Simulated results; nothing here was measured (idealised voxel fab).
Process module, titled voxel local oxidation
Cross-section cut: width 285 nm, square cells of 5 nm.
Just so we're on the same page, the cross-sections are grids of square cells, and they're listed out in bands top to bottom, each band one or more rows deep. What a band's entry tells you: where the top is and where the bottom is, as heights in nm, and after that what lies inside, material by material from left to right, each with its width in nm. Empty space is written as the word "empty", and a single material marked with the word "full width" occupies the band from edge to edge. Note: height 0 marks the level under which the wafer is uniformly one material as received. Lowest band unbounded below, written "top 0, no bottom". When a width is written as two numbers, as in "30 to 40", the first number is the width in the top row of cells of the band and the second is the width in its bottom row, and the width changes by the same amount from each row to the next. Basically "identical to before" means that step didn't change any cell in the cross-section. Entry "Closed void inventory" = empty spaces >= 8 cells with no open way to the top; each as width x height at distance, distance from left edge, all nm. after a step's settings: what the simulator itself notes on the step. overlay nm: mask right of planned place by this much (step with mask). Neg. = left.

THIS SECTION LISTS THE PROCESS STEPS THAT WERE PLANNED
1: RECEIVE with material Si
2: OXIDIZE with depth nm 5
3: CONFORMAL_DEP with material SiN, thk nm 10
4: DIRECTIONAL_DEP with material aC, thk nm 10
5: PATTERN with tone cover, mask id ACTIVE, material resist, width nm 100, thk nm 25, overlay nm 0
6: DIRECTIONAL_ETCH with etch materials aC, depth nm 10
7: STRIP with etch materials resist
8: DIRECTIONAL_ETCH with etch materials SiN, depth nm 10
9: STRIP with etch materials aC
10: SELECTIVE_ETCH with etch materials SiO2, depth nm 5
11: OXIDIZE with depth nm 10
12: STRIP with etch materials SiN

DELIVERED WAFER IN CROSS-SECTION: STATE AFTER STEP 1
  top 0, no bottom  Si full width
  Closed void inventory: none

END STATE OF THE MODULE IN CROSS-SECTION, GIVEN THE ABOVE STARTING POINT AND PLAN AND ONE MISTAKE IN EXECUTION
  top 0, bottom -5  empty 95  SiO2 90  empty 100
  top -5, bottom -20  SiO2 110  Si 60  SiO2 115
  top -20, no bottom  Si full width
  Closed void inventory: none
Run error: the process deviated at step 11: the operation and settings actually run there were OXIDIZE with depth nm 15
